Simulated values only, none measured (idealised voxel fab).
process module | voxel gate over fins
The cross-section on display is named cut; it measures 230 nm wide, and its cells are 5 nm squares.
Cross-section layout: square cells on a grid; listed as bands, top to bottom; a band spans one or more cell rows.
The band entry comprises the height of the band's top followed by the height of its bottom, expressed in nm, and subsequently the band's materials from left to right, each stated together with its width in nm. Where a single material is marked with the word "edge to edge", that material fills the band from edge to edge. The word "blank" represents empty space.
Note: height 0 marks the level under which the wafer is uniformly one material as received. Lowest band unbounded below, written "from 0 down".
Graded width ("30 to 40"): value in top row of band = first number; value in bottom row = second number; row-to-row change constant.
"no change occurred" after a step means that no cell of the cross-section changed.
"Enclosed void list": empty spaces of 8 cells or more with no open way to the top, each given as width x height at distance, distance from the left edge, all in nm.
after a step's settings: what the simulator itself notes on the step
overlay nm: where the mask lay relative to plan, measured to the right, on steps with a mask; negatives go left.
### Steps planned for the process
1,RECEIVE with material Si
2,CONFORMAL_DEP with material SiN, thk nm 10
3,PATTERN with tone cover, mask id FINS, material resist, width nm 15, pitch nm 40, thk nm 15, overlay nm 0
4,DIRECTIONAL_ETCH with etch materials SiN, depth nm 10
5,DIRECTIONAL_ETCH with etch materials Si, depth nm 40
6,STRIP with etch materials resist
7,OXIDIZE with depth nm 5
8,FILL_DEP with material SiO2, thk nm 15
9,CMP with height nm 10
10,SELECTIVE_ETCH with etch materials SiO2, depth nm 20
11,STRIP with etch materials SiN
12,CONFORMAL_DEP with material HfO2, thk nm 5
13,CONFORMAL_DEP with material TiN, thk nm 5
14,CONFORMAL_DEP with material TiAl, thk nm 5
15,CONFORMAL_DEP with material TiN, thk nm 5
16,FILL_DEP with material W, thk nm 10
17,CMP with height nm 25
18,CONFORMAL_DEP with material SiCN, thk nm 5
### Wafer as received: cross-section following step 1
- from 0 down: Si edge to edge
- Enclosed void list: none
### As-planned run: cross-section of the first of two wafers at end of module
- from 30 to 25: SiCN edge to edge
- from 25 to 20: W edge to edge
- from 20 to 15: W (50) | TiN (125) | W (55)
- from 15 to 10: W (50) | TiN (5) | TiAl (35) | TiN (5) | TiAl (35) | TiN (5) | TiAl (35) | TiN (5) | W (55)
- from 10 to 5: TiN (55) | TiAl (5) | TiN (25) | TiAl (5) | TiN (5) | TiAl (5) | TiN (25) | TiAl (5) | TiN (5) | TiAl (5) | TiN (25) | TiAl (5) | TiN (60)
- from 5 to 0: TiAl (60) | TiN (5) | HfO2 (15) | TiN (5) | TiAl (15) | TiN (5) | HfO2 (15) | TiN (5) | TiAl (15) | TiN (5) | HfO2 (15) | TiN (5) | TiAl (65)
- from 0 to -5: TiN (65) | HfO2 (5) | Si (5) | HfO2 (5) | TiN (25) | HfO2 (5) | Si (5) | HfO2 (5) | TiN (25) | HfO2 (5) | Si (5) | HfO2 (5) | TiN (70)
- from -5 to -10: HfO2 (70) | Si (5) | HfO2 (35) | Si (5) | HfO2 (35) | Si (5) | HfO2 (75)
- from -10 to -45: SiO2 (70) | Si (5) | SiO2 (35) | Si (5) | SiO2 (35) | Si (5) | SiO2 (75)
- from -45 down: Si edge to edge
- Enclosed void list: none
### Wafer two cross-section, module end. Start and plan unchanged from wafer one; one mistake made during the run
- from 30 to 25: SiCN edge to edge
- from 25 to 20: TiAl edge to edge
- from 20 to 15: TiN edge to edge
- from 15 to 10: HfO2 (70) | TiN (5) | HfO2 (35) | TiN (5) | HfO2 (35) | TiN (5) | HfO2 (75)
- from 10 to 5: TiAl (65) | HfO2 (5) | TiN (5) | HfO2 (5) | TiAl (25) | HfO2 (5) | TiN (5) | HfO2 (5) | TiAl (25) | HfO2 (5) | TiN (5) | HfO2 (5) | TiAl (70)
- from 5 to 0: TiAl (65) | HfO2 (15) | TiAl (25) | HfO2 (15) | TiAl (25) | HfO2 (15) | TiAl (70)
- from 0 to -40: TiAl (65) | SiO2 (5) | Si (5) | SiO2 (5) | TiAl (25) | SiO2 (5) | Si (5) | SiO2 (5) | TiAl (25) | SiO2 (5) | Si (5) | SiO2 (5) | TiAl (70)
- from -40 to -45: SiO2 (70) | Si (5) | SiO2 (35) | Si (5) | SiO2 (35) | Si (5) | SiO2 (75)
- from -45 down: Si edge to edge
- Enclosed void list: none
Heads up, the wafer didn't run the way we planned it: it should be noted that step 8 was executed with settings other than those planned, the operation and settings actually applied being FILL_DEP with material TiAl, thk nm 15
In the final state, the cell counts of the second wafer exceed or fall short of those of the first for the following materials: -210 SiO2 | +358 TiAl | -60 TiN | -88 W
